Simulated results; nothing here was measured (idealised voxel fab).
voxel wiring stack: a process module
Cross-sectional view cut (width: 180 nm; square cell size: 5 nm).
Heads up, the way a cross-section reads in here is a grid of square cells, handed over as bands from the top down, with every band being one or more rows of cells.
Heights first: top, then bottom, in nm. Then materials, left to right, each with a width in nm. "full width" on a single material: fills the band edge to edge. "empty": empty space.
Height is counted from the level 0, under which the received wafer is composed throughout of one material. The lowest of the bands is not closed at the bottom but continues downward, in the notation "0 down".
When a width is written as two numbers, as in "30->40", the first number is the width in the top row of cells of the band and the second is the width in its bottom row, and the width changes by the same amount from each row to the next.
The cross-section has no changed cell in any step marked "no alterations made".
The label "Sealed voids" introduces a list of the empty spaces, 8 cells or larger, that have no open way up to the top; each entry in it reads width x height at distance, where the distance is taken from the left edge and all three are stated in nm.
That trailing text on a step's line, after the settings, is the simulator's own remark on the step.
What "overlay nm" on a step's line means: if the step has a mask, that mask lay this far to the right of its planned place, or, when the value is negative, to the left.
**Process steps - plan**
1) RECEIVE: material Si
2) CONFORMAL_DEP: material SiO2, thk nm 15
3) CONFORMAL_DEP: material SiN, thk nm 5
4) DIRECTIONAL_DEP: material SiO2, thk nm 15
5) DIRECTIONAL_DEP: material aC, thk nm 15
6) PATTERN: tone open, mask id METAL_1, material resist, width nm 25, pitch nm 40, thk nm 35, overlay nm 0
7) DIRECTIONAL_ETCH: etch materials aC, depth nm 15
8) STRIP: etch materials resist
9) DIRECTIONAL_ETCH: etch materials SiO2, depth nm 15
10) DIRECTIONAL_ETCH: etch materials SiN, depth nm 5
11) STRIP: etch materials aC
12) CONFORMAL_DEP: material TiN, thk nm 5
13) FILL_DEP: material Cu, thk nm 5
14) CMP: height nm 35
15) EPI: material Ru, thk nm 5
16) FILL_DEP: material SiCN, thk nm 5
17) DIRECTIONAL_DEP: material SiO2, thk nm 10
18) PATTERN: tone open, mask id PLUG_1, material resist, width nm 15, pitch nm 40, thk nm 15, overlay nm 0
19) DIRECTIONAL_ETCH: etch materials SiO2, depth nm 10
20) DIRECTIONAL_ETCH: etch materials SiCN, depth nm 5
21) STRIP: etch materials resist
22) CONFORMAL_DEP: material TiN, thk nm 5
23) FILL_DEP: material Ru, thk nm 10
24) CMP: height nm 55
25) DIRECTIONAL_DEP: material TiN, thk nm 5
26) DIRECTIONAL_DEP: material W, thk nm 15
27) PATTERN: tone cover, mask id METAL_2, material resist, width nm 25, pitch nm 40, thk nm 20, overlay nm 0
28) DIRECTIONAL_ETCH: etch materials W, depth nm 15
29) DIRECTIONAL_ETCH: etch materials TiN, depth nm 5
30) STRIP: etch materials resist
31) CONFORMAL_DEP: material SiN, thk nm 5
32) FILL_DEP: material lowk, thk nm 10
33) CMP: height nm 75
34) CONFORMAL_DEP: material SiCN, thk nm 5
35) DIRECTIONAL_DEP: material SiO2, thk nm 30
36) DIRECTIONAL_DEP: material aC, thk nm 10
37) PATTERN: tone open, mask id METAL_3_HOLES, material resist, width nm 15, thk nm 30, overlay nm 0
38) DIRECTIONAL_ETCH: etch materials aC, depth nm 10
39) STRIP: etch materials resist
40) DIRECTIONAL_ETCH: etch materials SiO2, depth nm 30
41) STRIP: etch materials aC
42) DIRECTIONAL_DEP: material aC, thk nm 15
43) PATTERN: tone open, mask id METAL_3, material resist, width nm 25, pitch nm 40, thk nm 30, overlay nm 0
44) DIRECTIONAL_ETCH: etch materials aC, depth nm 15
45) STRIP: etch materials resist
46) DIRECTIONAL_ETCH: etch materials SiO2, depth nm 15
47) DIRECTIONAL_ETCH: etch materials SiCN, depth nm 5
48) STRIP: etch materials aC
49) CONFORMAL_DEP: material TiN, thk nm 5
50) FILL_DEP: material Cu, thk nm 5
51) CMP: height nm 110
52) CONFORMAL_DEP: material SiN, thk nm 5
**First out of two wafers; run went to plan**
**Cross-section, incoming material, after step 1**
* 0 down: Si full width
* Sealed voids: none
**after step 2**
* 15 to 0: SiO2 full width
* Heights below 0 show no change.
**after step 3**
* 20 to 15: SiN full width
* Heights below 15 show no change.
**after step 4**
* 35 to 20: SiO2 full width
* Heights below 20 show no change.
**after step 5**
* 50 to 35: aC full width
* Heights below 35 show no change.
**after step 6**
* 85 to 50: resist 55 / empty 25 / resist 15 / empty 25 / resist 60
* Heights below 50 show no change.
**after step 7**
* 70 to 50: resist 55 / empty 25 / resist 15 / empty 25 / resist 60
* 50 to 35: aC 55 / empty 25 / aC 15 / empty 25 / aC 60
* Heights below 35 show no change.
**after step 8**
* 50 to 35: aC 55 / empty 25 / aC 15 / empty 25 / aC 60
* Heights below 35 show no change.
**after step 9**
* 50 to 35: aC 55 / empty 25 / aC 15 / empty 25 / aC 60
* 35 to 20: SiO2 55 / empty 25 / SiO2 15 / empty 25 / SiO2 60
* Heights below 20 show no change.
**after step 10**
* 50 to 35: aC 55 / empty 25 / aC 15 / empty 25 / aC 60
* 35 to 20: SiO2 55 / empty 25 / SiO2 15 / empty 25 / SiO2 60
* 20 to 15: SiN 55 / empty 25 / SiN 15 / empty 25 / SiN 60
* Heights below 15 show no change.
**after step 11**
* 35 to 20: SiO2 55 / empty 25 / SiO2 15 / empty 25 / SiO2 60
* Heights below 20 show no change.
**after step 12**
* 40 to 35: TiN 60 / empty 15 / TiN 25 / empty 15 / TiN 65
* 35 to 20: SiO2 55 / TiN 5 / empty 15 / TiN 5 / SiO2 15 / TiN 5 / empty 15 / TiN 5 / SiO2 60
* 20 to 15: SiN 55 / TiN 25 / SiN 15 / TiN 25 / SiN 60
* Heights below 15 show no change.
**after step 13**
* 45 to 40: Cu full width
* 40 to 35: TiN 60 / Cu 15 / TiN 25 / Cu 15 / TiN 65
* 35 to 20: SiO2 55 / TiN 5 / Cu 15 / TiN 5 / SiO2 15 / TiN 5 / Cu 15 / TiN 5 / SiO2 60
* Heights below 20 show no change.
**after step 14**
* 35 to 20: SiO2 55 / TiN 5 / Cu 15 / TiN 5 / SiO2 15 / TiN 5 / Cu 15 / TiN 5 / SiO2 60
* Heights below 20 show no change.
**after step 15**
* 40 to 35: empty 50 / Ru 35 / empty 5 / Ru 35 / empty 55
* Heights below 35 show no change.
**after step 16**
* 45 to 40: SiCN full width
* 40 to 35: SiCN 50 / Ru 35 / SiCN 5 / Ru 35 / SiCN 55
* Heights below 35 show no change.
**after step 17**
* 55 to 45: SiO2 full width
* Heights below 45 show no change.
**after step 18**
* 70 to 55: resist 55 / empty 15 / resist 25 / empty 15 / resist 70
* Heights below 55 show no change.
**after step 19**
* 70 to 55: resist 55 / empty 15 / resist 25 / empty 15 / resist 70
* 55 to 45: SiO2 55 / empty 15 / SiO2 25 / empty 15 / SiO2 70
* Heights below 45 show no change.
**after step 20**
* 70 to 55: resist 55 / empty 15 / resist 25 / empty 15 / resist 70
* 55 to 45: SiO2 55 / empty 15 / SiO2 25 / empty 15 / SiO2 70
* 45 to 40: SiCN 55 / empty 15 / SiCN 25 / empty 15 / SiCN 70
* Heights below 40 show no change.
**after step 21**
* 55 to 45: SiO2 55 / empty 15 / SiO2 25 / empty 15 / SiO2 70
* Heights below 45 show no change.
**after step 22**
* 60 to 55: TiN 60 / empty 5 / TiN 35 / empty 5 / TiN 75
* 55 to 45: SiO2 55 / TiN 5 / empty 5 / TiN 5 / SiO2 25 / TiN 5 / empty 5 / TiN 5 / SiO2 70
* 45 to 40: SiCN 55 / TiN 15 / SiCN 25 / TiN 15 / SiCN 70
* Heights below 40 show no change.
**after step 23**
* 70 to 60: Ru full width
* 60 to 55: TiN 60 / Ru 5 / TiN 35 / Ru 5 / TiN 75
* 55 to 45: SiO2 55 / TiN 5 / Ru 5 / TiN 5 / SiO2 25 / TiN 5 / Ru 5 / TiN 5 / SiO2 70
* Heights below 45 show no change.
**after step 24**
* 55 to 45: SiO2 55 / TiN 5 / Ru 5 / TiN 5 / SiO2 25 / TiN 5 / Ru 5 / TiN 5 / SiO2 70
* Heights below 45 show no change.
**after step 25**
* 60 to 55: TiN full width
* Heights below 55 show no change.
**after step 26**
* 75 to 60: W full width
* Heights below 60 show no change.
**after step 27**
* 95 to 75: empty 55 / resist 25 / empty 15 / resist 25 / empty 60
* Heights below 75 show no change.
**after step 28**
* 95 to 75: empty 55 / resist 25 / empty 15 / resist 25 / empty 60
* 75 to 60: empty 55 / W 25 / empty 15 / W 25 / empty 60
* Heights below 60 show no change.
**after step 29**
* 95 to 75: empty 55 / resist 25 / empty 15 / resist 25 / empty 60
* 75 to 60: empty 55 / W 25 / empty 15 / W 25 / empty 60
* 60 to 55: empty 55 / TiN 25 / empty 15 / TiN 25 / empty 60
* Heights below 55 show no change.
**after step 30**
* 75 to 60: empty 55 / W 25 / empty 15 / W 25 / empty 60
* Heights below 60 show no change.
**after step 31**
* 80 to 75: empty 50 / SiN 35 / empty 5 / SiN 35 / empty 55
* 75 to 60: empty 50 / SiN 5 / W 25 / SiN 5 / empty 5 / SiN 5 / W 25 / SiN 5 / empty 55
* 60 to 55: SiN 55 / TiN 25 / SiN 15 / TiN 25 / SiN 60
* Heights below 55 show no change.
**after step 32**
* 90 to 80: lowk full width
* 80 to 75: lowk 50 / SiN 35 / lowk 5 / SiN 35 / lowk 55
* 75 to 60: lowk 50 / SiN 5 / W 25 / SiN 5 / lowk 5 / SiN 5 / W 25 / SiN 5 / lowk 55
* Heights below 60 show no change.
**after step 33**
* 75 to 60: lowk 50 / SiN 5 / W 25 / SiN 5 / lowk 5 / SiN 5 / W 25 / SiN 5 / lowk 55
* Heights below 60 show no change.
**after step 34**
* 80 to 75: SiCN full width
* Heights below 75 show no change.
**after step 35**
* 110 to 80: SiO2 full width
* Heights below 80 show no change.
**after step 36**
* 120 to 110: aC full width
* Heights below 110 show no change.
**after step 37**
* 150 to 120: resist 55 / empty 15 / resist 110
* Heights below 120 show no change.
**after step 38**
* 140 to 120: resist 55 / empty 15 / resist 110
* 120 to 110: aC 55 / empty 15 / aC 110
* Heights below 110 show no change.
**after step 39**
* 120 to 110: aC 55 / empty 15 / aC 110
* Heights below 110 show no change.
**after step 40**
* 120 to 110: aC 55 / empty 15 / aC 110
* 110 to 80: SiO2 55 / empty 15 / SiO2 110
* Heights below 80 show no change.
**after step 41**
* 110 to 80: SiO2 55 / empty 15 / SiO2 110
* Heights below 80 show no change.
**after step 42**
* 125 to 110: aC 55 / empty 15 / aC 110
* 110 to 95: SiO2 55 / empty 15 / SiO2 110
* 95 to 80: SiO2 55 / aC 15 / SiO2 110
* Heights below 80 show no change.
**after step 43**
* 155 to 125: resist 55 / empty 25 / resist 15 / empty 25 / resist 60
* Heights below 125 show no change.
**after step 44**
* 140 to 125: resist 55 / empty 25 / resist 15 / empty 25 / resist 60
* 125 to 110: aC 55 / empty 25 / aC 15 / empty 25 / aC 60
* 110 to 80: SiO2 55 / empty 15 / SiO2 110
* Heights below 80 show no change.
**after step 45**
* 125 to 110: aC 55 / empty 25 / aC 15 / empty 25 / aC 60
* Heights below 110 show no change.
**after step 46**
* 125 to 110: aC 55 / empty 25 / aC 15 / empty 25 / aC 60
* 110 to 95: SiO2 55 / empty 25 / SiO2 15 / empty 25 / SiO2 60
* Heights below 95 show no change.
**after step 47**
* 125 to 110: aC 55 / empty 25 / aC 15 / empty 25 / aC 60
* 110 to 95: SiO2 55 / empty 25 / SiO2 15 / empty 25 / SiO2 60
* 95 to 80: SiO2 55 / empty 15 / SiO2 110
* 80 to 75: SiCN 55 / empty 15 / SiCN 110
* Heights below 75 show no change.
**after step 48**
* 110 to 95: SiO2 55 / empty 25 / SiO2 15 / empty 25 / SiO2 60
* Heights below 95 show no change.
**after step 49**
* 115 to 110: TiN 60 / empty 15 / TiN 25 / empty 15 / TiN 65
* 110 to 100: SiO2 55 / TiN 5 / empty 15 / TiN 5 / SiO2 15 / TiN 5 / empty 15 / TiN 5 / SiO2 60
* 100 to 95: SiO2 55 / TiN 5 / empty 5 / TiN 15 / SiO2 15 / TiN 25 / SiO2 60
* 95 to 80: SiO2 55 / TiN 5 / empty 5 / TiN 5 / SiO2 110
* 80 to 75: SiCN 55 / TiN 15 / SiCN 110
* Heights below 75 show no change.
**after step 50**
* 120 to 115: Cu full width
* 115 to 110: TiN 60 / Cu 15 / TiN 25 / Cu 15 / TiN 65
* 110 to 100: SiO2 55 / TiN 5 / Cu 15 / TiN 5 / SiO2 15 / TiN 5 / Cu 15 / TiN 5 / SiO2 60
* 100 to 95: SiO2 55 / TiN 5 / Cu 5 / TiN 15 / SiO2 15 / TiN 25 / SiO2 60
* 95 to 80: SiO2 55 / TiN 5 / Cu 5 / TiN 5 / SiO2 110
* Heights below 80 show no change.
**after step 51**
* 110 to 100: SiO2 55 / TiN 5 / Cu 15 / TiN 5 / SiO2 15 / TiN 5 / Cu 15 / TiN 5 / SiO2 60
* Heights below 100 show no change.
**after step 52**
* 115 to 110: SiN full width
* Heights below 110 show no change.
**The second wafer began exactly as the first did and followed the same plan, but one mistake was made while running it; through step 5 inclusive, the two wafers are identical**
**Planned end of step 6: second wafer, cross-section**
* 85 to 50: resist 60 / empty 15 / resist 25 / empty 15 / resist 65
* Heights below 50 show no change.
**Planned end of step 7: second wafer, cross-section**
* 70 to 50: resist 60 / empty 15 / resist 25 / empty 15 / resist 65
* 50 to 35: aC 60 / empty 15 / aC 25 / empty 15 / aC 65
* Heights below 35 show no change.
**Planned end of step 8: second wafer, cross-section**
* 50 to 35: aC 60 / empty 15 / aC 25 / empty 15 / aC 65
* Heights below 35 show no change.
**Planned end of step 9: second wafer, cross-section**
* 50 to 35: aC 60 / empty 15 / aC 25 / empty 15 / aC 65
* 35 to 20: SiO2 60 / empty 15 / SiO2 25 / empty 15 / SiO2 65
* Heights below 20 show no change.
**Planned end of step 10: second wafer, cross-section**
* 50 to 35: aC 60 / empty 15 / aC 25 / empty 15 / aC 65
* 35 to 20: SiO2 60 / empty 15 / SiO2 25 / empty 15 / SiO2 65
* 20 to 15: SiN 60 / empty 15 / SiN 25 / empty 15 / SiN 65
* Heights below 15 show no change.
**Planned end of step 11: second wafer, cross-section**
* 35 to 20: SiO2 60 / empty 15 / SiO2 25 / empty 15 / SiO2 65
* Heights below 20 show no change.
**Planned end of step 12: second wafer, cross-section**
* 40 to 35: TiN 65 / empty 5 / TiN 35 / empty 5 / TiN 70
* 35 to 20: SiO2 60 / TiN 5 / empty 5 / TiN 5 / SiO2 25 / TiN 5 / empty 5 / TiN 5 / SiO2 65
* 20 to 15: SiN 60 / TiN 15 / SiN 25 / TiN 15 / SiN 65
* Heights below 15 show no change.
**Planned end of step 13: second wafer, cross-section**
* 45 to 40: Cu full width
* 40 to 35: TiN 65 / Cu 5 / TiN 35 / Cu 5 / TiN 70
* 35 to 20: SiO2 60 / TiN 5 / Cu 5 / TiN 5 / SiO2 25 / TiN 5 / Cu 5 / TiN 5 / SiO2 65
* Heights below 20 show no change.
**Planned end of step 14: second wafer, cross-section**
* 35 to 20: SiO2 60 / TiN 5 / Cu 5 / TiN 5 / SiO2 25 / TiN 5 / Cu 5 / TiN 5 / SiO2 65
* Heights below 20 show no change.
**Planned end of step 15: second wafer, cross-section**
* 40 to 35: empty 55 / Ru 25 / empty 15 / Ru 25 / empty 60
* Heights below 35 show no change.
**Planned end of step 16: second wafer, cross-section**
* 45 to 40: SiCN full width
* 40 to 35: SiCN 55 / Ru 25 / SiCN 15 / Ru 25 / SiCN 60
* Heights below 35 show no change.
**Planned end of step 17: second wafer, cross-section**
* 55 to 45: SiO2 full width
* Heights below 45 show no change.
**Planned end of step 18: second wafer, cross-section**
* 70 to 55: resist 55 / empty 15 / resist 25 / empty 15 / resist 70
* Heights below 55 show no change.
**Planned end of step 19: second wafer, cross-section**
* 70 to 55: resist 55 / empty 15 / resist 25 / empty 15 / resist 70
* 55 to 45: SiO2 55 / empty 15 / SiO2 25 / empty 15 / SiO2 70
* Heights below 45 show no change.
**Planned end of step 20: second wafer, cross-section**
* 70 to 55: resist 55 / empty 15 / resist 25 / empty 15 / resist 70
* 55 to 45: SiO2 55 / empty 15 / SiO2 25 / empty 15 / SiO2 70
* 45 to 40: SiCN 55 / empty 15 / SiCN 25 / empty 15 / SiCN 70
* Heights below 40 show no change.
**Planned end of step 21: second wafer, cross-section**
* 55 to 45: SiO2 55 / empty 15 / SiO2 25 / empty 15 / SiO2 70
* Heights below 45 show no change.
**Planned end of step 22: second wafer, cross-section**
* 60 to 55: TiN 60 / empty 5 / TiN 35 / empty 5 / TiN 75
* 55 to 45: SiO2 55 / TiN 5 / empty 5 / TiN 5 / SiO2 25 / TiN 5 / empty 5 / TiN 5 / SiO2 70
* 45 to 40: SiCN 55 / TiN 15 / SiCN 25 / TiN 15 / SiCN 70
* Heights below 40 show no change.
**Planned end of step 23: second wafer, cross-section**
* 70 to 60: Ru full width
* 60 to 55: TiN 60 / Ru 5 / TiN 35 / Ru 5 / TiN 75
* 55 to 45: SiO2 55 / TiN 5 / Ru 5 / TiN 5 / SiO2 25 / TiN 5 / Ru 5 / TiN 5 / SiO2 70
* Heights below 45 show no change.
**Planned end of step 24: second wafer, cross-section**
* 55 to 45: SiO2 55 / TiN 5 / Ru 5 / TiN 5 / SiO2 25 / TiN 5 / Ru 5 / TiN 5 / SiO2 70
* Heights below 45 show no change.
**Planned end of step 25: second wafer, cross-section**
* 60 to 55: TiN full width
* Heights below 55 show no change.
**Planned end of step 26: second wafer, cross-section**
* 75 to 60: W full width
* Heights below 60 show no change.
**Planned end of step 27: second wafer, cross-section**
* 95 to 75: empty 55 / resist 25 / empty 15 / resist 25 / empty 60
* Heights below 75 show no change.
**Planned end of step 28: second wafer, cross-section**
* 95 to 75: empty 55 / resist 25 / empty 15 / resist 25 / empty 60
* 75 to 60: empty 55 / W 25 / empty 15 / W 25 / empty 60
* Heights below 60 show no change.
**Planned end of step 29: second wafer, cross-section**
* 95 to 75: empty 55 / resist 25 / empty 15 / resist 25 / empty 60
* 75 to 60: empty 55 / W 25 / empty 15 / W 25 / empty 60
* 60 to 55: empty 55 / TiN 25 / empty 15 / TiN 25 / empty 60
* Heights below 55 show no change.
**Planned end of step 30: second wafer, cross-section**
* 75 to 60: empty 55 / W 25 / empty 15 / W 25 / empty 60
* Heights below 60 show no change.
**Planned end of step 31: second wafer, cross-section**
* 80 to 75: empty 50 / SiN 35 / empty 5 / SiN 35 / empty 55
* 75 to 60: empty 50 / SiN 5 / W 25 / SiN 5 / empty 5 / SiN 5 / W 25 / SiN 5 / empty 55
* 60 to 55: SiN 55 / TiN 25 / SiN 15 / TiN 25 / SiN 60
* Heights below 55 show no change.
**Planned end of step 32: second wafer, cross-section**
* 90 to 80: lowk full width
* 80 to 75: lowk 50 / SiN 35 / lowk 5 / SiN 35 / lowk 55
* 75 to 60: lowk 50 / SiN 5 / W 25 / SiN 5 / lowk 5 / SiN 5 / W 25 / SiN 5 / lowk 55
* Heights below 60 show no change.
**Planned end of step 33: second wafer, cross-section**
* 75 to 60: lowk 50 / SiN 5 / W 25 / SiN 5 / lowk 5 / SiN 5 / W 25 / SiN 5 / lowk 55
* Heights below 60 show no change.
**Planned end of step 34: second wafer, cross-section**
* 80 to 75: SiCN full width
* Heights below 75 show no change.
**Planned end of step 35: second wafer, cross-section**
* 110 to 80: SiO2 full width
* Heights below 80 show no change.
**Planned end of step 36: second wafer, cross-section**
* 120 to 110: aC full width
* Heights below 110 show no change.
**Planned end of step 37: second wafer, cross-section**
* 150 to 120: resist 55 / empty 15 / resist 110
* Heights below 120 show no change.
**Planned end of step 38: second wafer, cross-section**
* 140 to 120: resist 55 / empty 15 / resist 110
* 120 to 110: aC 55 / empty 15 / aC 110
* Heights below 110 show no change.
**Planned end of step 39: second wafer, cross-section**
* 120 to 110: aC 55 / empty 15 / aC 110
* Heights below 110 show no change.
**Planned end of step 40: second wafer, cross-section**
* 120 to 110: aC 55 / empty 15 / aC 110
* 110 to 80: SiO2 55 / empty 15 / SiO2 110
* Heights below 80 show no change.
**Planned end of step 41: second wafer, cross-section**
* 110 to 80: SiO2 55 / empty 15 / SiO2 110
* Heights below 80 show no change.
**Planned end of step 42: second wafer, cross-section**
* 125 to 110: aC 55 / empty 15 / aC 110
* 110 to 95: SiO2 55 / empty 15 / SiO2 110
* 95 to 80: SiO2 55 / aC 15 / SiO2 110
* Heights below 80 show no change.
**Planned end of step 43: second wafer, cross-section**
* 155 to 125: resist 55 / empty 25 / resist 15 / empty 25 / resist 60
* Heights below 125 show no change.
**Planned end of step 44: second wafer, cross-section**
* 140 to 125: resist 55 / empty 25 / resist 15 / empty 25 / resist 60
* 125 to 110: aC 55 / empty 25 / aC 15 / empty 25 / aC 60
* 110 to 80: SiO2 55 / empty 15 / SiO2 110
* Heights below 80 show no change.
**Planned end of step 45: second wafer, cross-section**
* 125 to 110: aC 55 / empty 25 / aC 15 / empty 25 / aC 60
* Heights below 110 show no change.
**Planned end of step 46: second wafer, cross-section**
* 125 to 110: aC 55 / empty 25 / aC 15 / empty 25 / aC 60
* 110 to 95: SiO2 55 / empty 25 / SiO2 15 / empty 25 / SiO2 60
* Heights below 95 show no change.
**Planned end of step 47: second wafer, cross-section**
* 125 to 110: aC 55 / empty 25 / aC 15 / empty 25 / aC 60
* 110 to 95: SiO2 55 / empty 25 / SiO2 15 / empty 25 / SiO2 60
* 95 to 80: SiO2 55 / empty 15 / SiO2 110
* 80 to 75: SiCN 55 / empty 15 / SiCN 110
* Heights below 75 show no change.
**Planned end of step 48: second wafer, cross-section**
* 110 to 95: SiO2 55 / empty 25 / SiO2 15 / empty 25 / SiO2 60
* Heights below 95 show no change.
**Planned end of step 49: second wafer, cross-section**
* 115 to 110: TiN 60 / empty 15 / TiN 25 / empty 15 / TiN 65
* 110 to 100: SiO2 55 / TiN 5 / empty 15 / TiN 5 / SiO2 15 / TiN 5 / empty 15 / TiN 5 / SiO2 60
* 100 to 95: SiO2 55 / TiN 5 / empty 5 / TiN 15 / SiO2 15 / TiN 25 / SiO2 60
* 95 to 80: SiO2 55 / TiN 5 / empty 5 / TiN 5 / SiO2 110
* 80 to 75: SiCN 55 / TiN 15 / SiCN 110
* Heights below 75 show no change.
**Planned end of step 50: second wafer, cross-section**
* 120 to 115: Cu full width
* 115 to 110: TiN 60 / Cu 15 / TiN 25 / Cu 15 / TiN 65
* 110 to 100: SiO2 55 / TiN 5 / Cu 15 / TiN 5 / SiO2 15 / TiN 5 / Cu 15 / TiN 5 / SiO2 60
* 100 to 95: SiO2 55 / TiN 5 / Cu 5 / TiN 15 / SiO2 15 / TiN 25 / SiO2 60
* 95 to 80: SiO2 55 / TiN 5 / Cu 5 / TiN 5 / SiO2 110
* Heights below 80 show no change.
**Planned end of step 51: second wafer, cross-section**
* 110 to 100: SiO2 55 / TiN 5 / Cu 15 / TiN 5 / SiO2 15 / TiN 5 / Cu 15 / TiN 5 / SiO2 60
* Heights below 100 show no change.
**Planned end of step 52: second wafer, cross-section**
* 115 to 110: SiN full width
* Heights below 110 show no change.
What was the processing mistake? step 6 went in with a setting other than planned; the actual run was PATTERN: tone open, mask id METAL_1, material resist, width nm 15, pitch nm 40, thk nm 35, overlay nm 0
It is noted that, at the conclusion of processing, the second wafer exhibits a higher or lower cell count for certain materials relative to the first: Cu -12, Ru -4, SiCN +4, SiN +4, SiO2 +12, TiN -4
